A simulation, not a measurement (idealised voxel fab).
Title: Process Module voxel wiring stack
The width of the displayed cross-section, cut, is 300 nm; its cells are square, with a size of 5 nm.
A cross-section is written here as square cells arranged in a grid, and it is given in bands from the top down, each band taking up one or more rows of cells. Top, bottom (nm), then materials left to right with widths (nm); lone material tagged "throughout" fills the whole band edge to edge; "blank" = empty space. Basically, 0 is our baseline, since under it the wafer straight out of the box is all one material. The bottom band has no lower end and keeps on going down, so it looks like "0..down". Note: "30 to 40" means the width goes from the first number (top row of the band) to the second number (bottom row) in equal steps per row of cells. Key: "nothing was modified" - step with no changed cell in the cross-section. Empty spaces counting at least 8 cells and having no open way to the top are listed in "Cavities, closed". The notation width x height at distance is used for each, the distance being from the left edge and all three values in nm. Past the settings on a step's line: simulator remark, on that step. When a step includes a mask, the "overlay nm" setting on its line states how far to the right of its planned place that mask lay, and negative values state how far to the left.
-- Process steps (planned)
| 1 | RECEIVE,material Si |
| 2 | CONFORMAL_DEP,material SiO2,thk nm 10 |
| 3 | DIRECTIONAL_DEP,material TiN,thk nm 5 |
| 4 | DIRECTIONAL_DEP,material Ru,thk nm 15 |
| 5 | PATTERN,tone cover,mask id METAL_1,material resist,width nm 20,pitch nm 40,thk nm 15,overlay nm 0 |
| 6 | DIRECTIONAL_ETCH,etch materials Ru,depth nm 15 |
| 7 | DIRECTIONAL_ETCH,etch materials TiN,depth nm 5 |
| 8 | STRIP,etch materials resist |
| 9 | CONFORMAL_DEP,material SiCN,thk nm 5 |
| 10 | FILL_DEP,material SiO2,thk nm 5 |
| 11 | CMP,height nm 30 |
| 12 | CONFORMAL_DEP,material SiCN,thk nm 5 |
| 13 | DIRECTIONAL_DEP,material SiO2,thk nm 15 |
| 14 | DIRECTIONAL_DEP,material aC,thk nm 15 |
| 15 | PATTERN,tone open,mask id PLUG_1,material resist,width nm 15,pitch nm 40,thk nm 30,overlay nm 0 |
| 16 | DIRECTIONAL_ETCH,etch materials aC,depth nm 15 |
| 17 | STRIP,etch materials resist |
| 18 | DIRECTIONAL_ETCH,etch materials SiO2,depth nm 15 |
| 19 | DIRECTIONAL_ETCH,etch materials SiCN,depth nm 5 |
| 20 | STRIP,etch materials aC |
| 21 | CONFORMAL_DEP,material TiN,thk nm 5 |
| 22 | FILL_DEP,material Cu,thk nm 5 |
| 23 | CMP,height nm 50 |
| 24 | CONFORMAL_DEP,material SiN,thk nm 5 |
| 25 | DIRECTIONAL_DEP,material lowk,thk nm 20 |
| 26 | DIRECTIONAL_DEP,material aC,thk nm 15 |
| 27 | PATTERN,tone open,mask id METAL_2,material resist,width nm 20,pitch nm 40,thk nm 30,overlay nm 0 |
| 28 | DIRECTIONAL_ETCH,etch materials aC,depth nm 15 |
| 29 | STRIP,etch materials resist |
| 30 | DIRECTIONAL_ETCH,etch materials lowk,depth nm 20 |
| 31 | DIRECTIONAL_ETCH,etch materials SiN,depth nm 5 |
| 32 | STRIP,etch materials aC |
| 33 | CONFORMAL_DEP,material TiN,thk nm 5 |
| 34 | FILL_DEP,material Cu,thk nm 5 |
| 35 | CMP,height nm 75 |
| 36 | CONFORMAL_DEP,material SiCN,thk nm 5 |
| 37 | DIRECTIONAL_DEP,material lowk,thk nm 30 |
| 38 | PATTERN,tone open,mask id METAL_3_HOLES,material resist,width nm 15,thk nm 20,overlay nm 0 |
| 39 | DIRECTIONAL_ETCH,etch materials lowk,depth nm 30 |
| 40 | STRIP,etch materials resist |
| 41 | MASKED_ETCH,tone open,mask id METAL_3,width nm 20,pitch nm 40,etch materials lowk,depth nm 15,overlay nm 0 |
| 42 | MASKED_ETCH,tone open,mask id METAL_3,width nm 20,pitch nm 40,etch materials SiCN,depth nm 5,overlay nm 0 |
| 43 | CONFORMAL_DEP,material TiN,thk nm 5 |
| 44 | FILL_DEP,material Ru,thk nm 5 |
| 45 | CMP,height nm 110 |
| 46 | CONFORMAL_DEP,material SiN,thk nm 5 |
-- So this is the incoming wafer in cross-section - it's already been through step 1
> 0..down: Si throughout
> Cavities, closed: none
-- Module complete, cross-section. Starting point and plan per above. One mistake made in running the module
> 115..110: SiN throughout
> 110..100: 120 lowk; 5 TiN; 10 Ru; 5 TiN; 20 lowk; 5 TiN; 10 Ru; 5 TiN; 120 lowk
> 100..95: 120 lowk; 5 TiN; 5 Ru; 10 TiN; 20 lowk; 20 TiN; 120 lowk
> 95..80: 120 lowk; 5 TiN; 5 Ru; 5 TiN; 165 lowk
> 80..75: 120 SiCN; 15 TiN; 165 SiCN
> 75..55: 120 lowk; 5 TiN; 10 Cu; 5 TiN; 20 lowk; 5 TiN; 10 Cu; 5 TiN; 120 lowk
> 55..50: 120 SiN; 20 TiN; 20 SiN; 20 TiN; 120 SiN
> 50..35: 120 SiO2; 5 TiN; 5 Cu; 5 TiN; 25 SiO2; 5 TiN; 5 Cu; 5 TiN; 125 SiO2
> 35..30: 120 SiCN; 15 TiN; 25 SiCN; 15 TiN; 125 SiCN
> 30..25: SiO2 throughout
> 25..20: 115 SiO2; 30 SiCN; 10 SiO2; 30 SiCN; 115 SiO2
> 20..5: 115 SiO2; 5 SiCN; 20 Ru; 5 SiCN; 10 SiO2; 5 SiCN; 20 Ru; 5 SiCN; 115 SiO2
> 5..0: 120 SiCN; 20 TiN; 20 SiCN; 20 TiN; 120 SiCN
> 0..down: Si throughout
> Cavities, closed: none
What was the processing mistake? step 2 from the plan never happened, it was just skipped
